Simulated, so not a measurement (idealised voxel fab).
This is a process module. Its name is voxel self aligned contacts.
Section shown: cut. Width: 210 nm. Cell size: 5 nm, square.
A cross-section is a grid of square cells, given in bands from the top down. A band is one or more rows of cells. It is stipulated that each band's entry specify, in nanometres, the height of the top of the band and then that of its bottom, followed by the materials of the band in left-to-right sequence, each together with its width in nanometres. A single material marked by the word "throughout" is understood to fill the band from edge to edge; the word "empty" is understood to denote empty space. Convention: height 0 is the level below which the wafer, as received, is all one material. The lowest band does not terminate at the bottom but continues downward, represented as "0 nm and below". Width: "30 to 40" (first number = top row, second number = bottom row, same change from row to row of cells). A step reported as "nothing different" is a step in which no cell of the cross-section changed. Each empty space that has no open way to the top and spans at least 8 cells appears under "Fully sealed voids" as width x height at distance, the distance counted from the left edge, all in nm. Read whatever lies past the settings on a step's line as the simulator's own remark about the step. overlay nm: step with mask; distance mask lay right of planned place; negative value = left of planned place.

-- This section lists the process steps that were planned
- 1: RECEIVE: material Si
- 2: CONFORMAL_DEP: material SiO2, thk nm 5
- 3: DIRECTIONAL_DEP: material polySi, thk nm 30
- 4: DIRECTIONAL_DEP: material SiN, thk nm 20
- 5: PATTERN: tone cover, mask id GATE, material resist, width nm 30, pitch nm 55, thk nm 15, overlay nm 0
- 6: DIRECTIONAL_ETCH: etch materials SiN, depth nm 20
- 7: DIRECTIONAL_ETCH: etch materials polySi, depth nm 30
- 8: STRIP: etch materials resist
- 9: CONFORMAL_DEP: material SiN, thk nm 5
- 10: DIRECTIONAL_ETCH: etch materials SiN, depth nm 5
- 11: FILL_DEP: material SiO2, thk nm 15
- 12: CMP: height nm 60
- 13: MASKED_ETCH: tone open, mask id CONTACT, width nm 35, pitch nm 55, etch materials SiO2, depth nm 60, overlay nm 0
- 14: CONFORMAL_DEP: material TiN, thk nm 5
- 15: FILL_DEP: material W, thk nm 5
- 16: CMP: height nm 60
- 17: CONFORMAL_DEP: material SiCN, thk nm 5

-- Here's what the wafer looked like in cross-section when it arrived - that's after step 1
- 0 nm and below  Si throughout
- Fully sealed voids: none

-- Looking at the first of two wafers in cross-section at end of module - ran to plan
- 65 nm to 60 nm  SiCN throughout
- 60 nm to 55 nm  SiO2=60 | TiN=15 | W=5 | TiN=15 | SiO2=20 | TiN=15 | W=5 | TiN=15 | SiO2=60
- 55 nm to 35 nm  SiO2=30 | SiN=40 | TiN=5 | W=5 | TiN=5 | SiN=40 | TiN=5 | W=5 | TiN=5 | SiN=40 | SiO2=30
- 35 nm to 5 nm  SiO2=30 | SiN=5 | polySi=30 | SiN=5 | TiN=5 | W=5 | TiN=5 | SiN=5 | polySi=30 | SiN=5 | TiN=5 | W=5 | TiN=5 | SiN=5 | polySi=30 | SiN=5 | SiO2=30
- 5 nm to 0 nm  SiO2=70 | TiN=15 | SiO2=40 | TiN=15 | SiO2=70
- 0 nm and below  Si throughout
- Fully sealed voids: none

-- Second wafer through the module, sectioned at the end: same beginning and same plan as the first wafer, with one mistake in carrying it out
- 65 nm to 60 nm  SiCN throughout
- 60 nm to 55 nm  SiO2=60 | TiN=15 | W=5 | TiN=15 | SiO2=20 | TiN=15 | W=5 | TiN=15 | SiO2=60
- 55 nm to 35 nm  SiO2=30 | SiN=40 | TiN=5 | W=5 | TiN=5 | SiN=40 | TiN=5 | W=5 | TiN=5 | SiN=40 | SiO2=30
- 35 nm to 20 nm  SiO2=30 | SiN=5 | polySi=30 | SiN=5 | TiN=5 | W=5 | TiN=5 | SiN=5 | polySi=30 | SiN=5 | TiN=5 | W=5 | TiN=5 | SiN=5 | polySi=30 | SiN=5 | SiO2=30
- 20 nm to 15 nm  SiO2=30 | SiN=5 | polySi=30 | SiN=5 | TiN=15 | SiN=5 | polySi=30 | SiN=5 | TiN=15 | SiN=5 | polySi=30 | SiN=5 | SiO2=30
- 15 nm to 5 nm  polySi throughout
- 5 nm to 0 nm  SiO2 throughout
- 0 nm and below  Si throughout
- Fully sealed voids: none
Misprocessing identified: heads up, step 7 didn't go per plan, it actually ran as DIRECTIONAL_ETCH: etch materials polySi, depth nm 20
End of process, cell counts, second wafer against first, materials with more or fewer: 12 fewer of SiN, 18 fewer of SiO2, 12 fewer of TiN, 6 fewer of W, 48 more of polySi
